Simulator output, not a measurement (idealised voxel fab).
process module | voxel released beams
cross-section cut | 145 nm wide | cells 5 nm
A cross-section is a grid of square cells, given in bands from the top down. A band is one or more rows of cells.
Each band's line starts with the height of the band's top and of its bottom, in nm. Then come its materials from left to right, each with its width in nm. One material with "throughout" fills the band from edge to edge. "air" is empty space.
Height 0 is the level under which the wafer as received is all one material. The lowest band goes on downwards, as in "0 down".
A width such as "30 to 40" changes by the same amount from each row of cells to the next, from the band's top row to its bottom row.
"no change" after a step means that no cell of the cross-section changed.
closed voids: empty space of 8 cells or more with no open way to the top, each as width x height at its distance from the left edge, in nm
after a step's settings: what the simulator itself notes on the step
overlay nm, on a step with a mask: how far to the right of its planned place the mask lay; to the left if negative
plan
1 op RECEIVE | material Si
2 op CONFORMAL_DEP | material Al2O3 | thk nm 5
3 op DIRECTIONAL_DEP | material SiO2 | thk nm 15
4 op DIRECTIONAL_DEP | material aC | thk nm 10
5 op PATTERN | tone open | mask id ANCHOR | material resist | width nm 30 | thk nm 30 | overlay nm 0
6 op DIRECTIONAL_ETCH | etch materials aC | depth nm 10
7 op STRIP | etch materials resist
8 op DIRECTIONAL_ETCH | etch materials SiO2 | depth nm 15
9 op STRIP | etch materials aC
10 op CONFORMAL_DEP | material SiN | thk nm 10
11 op DIRECTIONAL_DEP | material aC | thk nm 15
12 op PATTERN | tone cover | mask id BEAM | material resist | width nm 90 | thk nm 35 | overlay nm 0
13 op DIRECTIONAL_ETCH | etch materials aC | depth nm 15
14 op STRIP | etch materials resist
15 op DIRECTIONAL_ETCH | etch materials SiN | depth nm 10
16 op STRIP | etch materials aC
17 op STRIP | etch materials SiO2
first wafer, as planned
as received, after step 1
  0 down: Si throughout
  closed voids: none
after step 2
  5 to 0: Al2O3 throughout
  below 0: unchanged
after step 3
  20 to 5: SiO2 throughout
  below 5: unchanged
after step 4
  30 to 20: aC throughout
  below 20: unchanged
after step 5
  60 to 30: resist 30 | air 30 | resist 85
  below 30: unchanged
after step 6
  50 to 30: resist 30 | air 30 | resist 85
  30 to 20: aC 30 | air 30 | aC 85
  below 20: unchanged
after step 7
  30 to 20: aC 30 | air 30 | aC 85
  below 20: unchanged
after step 8
  30 to 20: aC 30 | air 30 | aC 85
  20 to 5: SiO2 30 | air 30 | SiO2 85
  below 5: unchanged
after step 9
  20 to 5: SiO2 30 | air 30 | SiO2 85
  below 5: unchanged
after step 10
  30 to 20: SiN 40 | air 10 | SiN 95
  20 to 15: SiO2 30 | SiN 10 | air 10 | SiN 10 | SiO2 85
  15 to 5: SiO2 30 | SiN 30 | SiO2 85
  below 5: unchanged
after step 11
  45 to 30: aC 40 | air 10 | aC 95
  30 to 20: SiN 40 | aC 10 | SiN 95
  20 to 15: SiO2 30 | SiN 10 | aC 10 | SiN 10 | SiO2 85
  below 15: unchanged
after step 12
  80 to 45: air 25 | resist 90 | air 30
  45 to 30: aC 40 | resist 10 | aC 95
  below 30: unchanged
after step 13
  65 to 45: air 25 | resist 90 | air 30
  45 to 30: air 25 | aC 15 | resist 10 | aC 65 | air 30
  below 30: unchanged
after step 14
  45 to 30: air 25 | aC 15 | air 10 | aC 65 | air 30
  below 30: unchanged
after step 15
  45 to 30: air 25 | aC 15 | air 10 | aC 65 | air 30
  30 to 20: air 25 | SiN 15 | aC 10 | SiN 65 | air 30
  below 20: unchanged
after step 16
  30 to 20: air 25 | SiN 15 | air 10 | SiN 65 | air 30
  20 to 15: SiO2 30 | SiN 10 | air 10 | SiN 10 | SiO2 85
  below 15: unchanged
after step 17
  30 to 20: air 25 | SiN 15 | air 10 | SiN 65 | air 30
  20 to 15: air 30 | SiN 10 | air 10 | SiN 10 | air 85
  15 to 5: air 30 | SiN 30 | air 85
  below 5: unchanged
second wafer: like start, like plan, one mistake. Through step 4 it matches the first wafer
when step 5 should have ended
  60 to 30: air 30 | resist 30 | air 85
  below 30: unchanged
when step 6 should have ended
  50 to 30: air 30 | resist 30 | air 85
  30 to 20: air 30 | aC 30 | air 85
  below 20: unchanged
when step 7 should have ended
  30 to 20: air 30 | aC 30 | air 85
  below 20: unchanged
when step 8 should have ended
  30 to 20: air 30 | aC 30 | air 85
  20 to 5: air 30 | SiO2 30 | air 85
  below 5: unchanged
when step 9 should have ended
  20 to 5: air 30 | SiO2 30 | air 85
  below 5: unchanged
when step 10 should have ended
  30 to 20: air 20 | SiN 50 | air 75
  20 to 15: air 20 | SiN 10 | SiO2 30 | SiN 10 | air 75
  15 to 5: SiN 30 | SiO2 30 | SiN 85
  below 5: unchanged
when step 11 should have ended
  45 to 30: air 20 | aC 50 | air 75
  30 to 20: aC 20 | SiN 50 | aC 75
  20 to 15: aC 20 | SiN 10 | SiO2 30 | SiN 10 | aC 75
  below 15: unchanged
when step 12 should have ended
  80 to 45: air 25 | resist 90 | air 30
  45 to 30: air 20 | aC 50 | resist 45 | air 30
  below 30: unchanged
when step 13 should have ended
  65 to 45: air 25 | resist 90 | air 30
  45 to 30: air 25 | aC 45 | resist 45 | air 30
  30 to 20: air 20 | SiN 50 | aC 45 | air 30
  20 to 15: air 20 | SiN 10 | SiO2 30 | SiN 10 | aC 45 | air 30
  below 15: unchanged
when step 14 should have ended
  45 to 30: air 25 | aC 45 | air 75
  below 30: unchanged
when step 15 should have ended
  45 to 30: air 25 | aC 45 | air 75
  30 to 20: air 25 | SiN 45 | aC 45 | air 30
  20 to 15: air 20 | SiN 10 | SiO2 30 | SiN 10 | aC 45 | air 30
  15 to 5: air 20 | SiN 10 | SiO2 30 | SiN 55 | air 30
  below 5: unchanged
when step 16 should have ended
  30 to 20: air 25 | SiN 45 | air 75
  20 to 15: air 20 | SiN 10 | SiO2 30 | SiN 10 | air 75
  below 15: unchanged
when step 17 should have ended: no change
what went wrong: step 5 ran as: op PATTERN | tone cover | mask id ANCHOR | material resist | width nm 30 | thk nm 30 | overlay nm 0
at the end the second wafer has, in cells: 18 more of SiO2
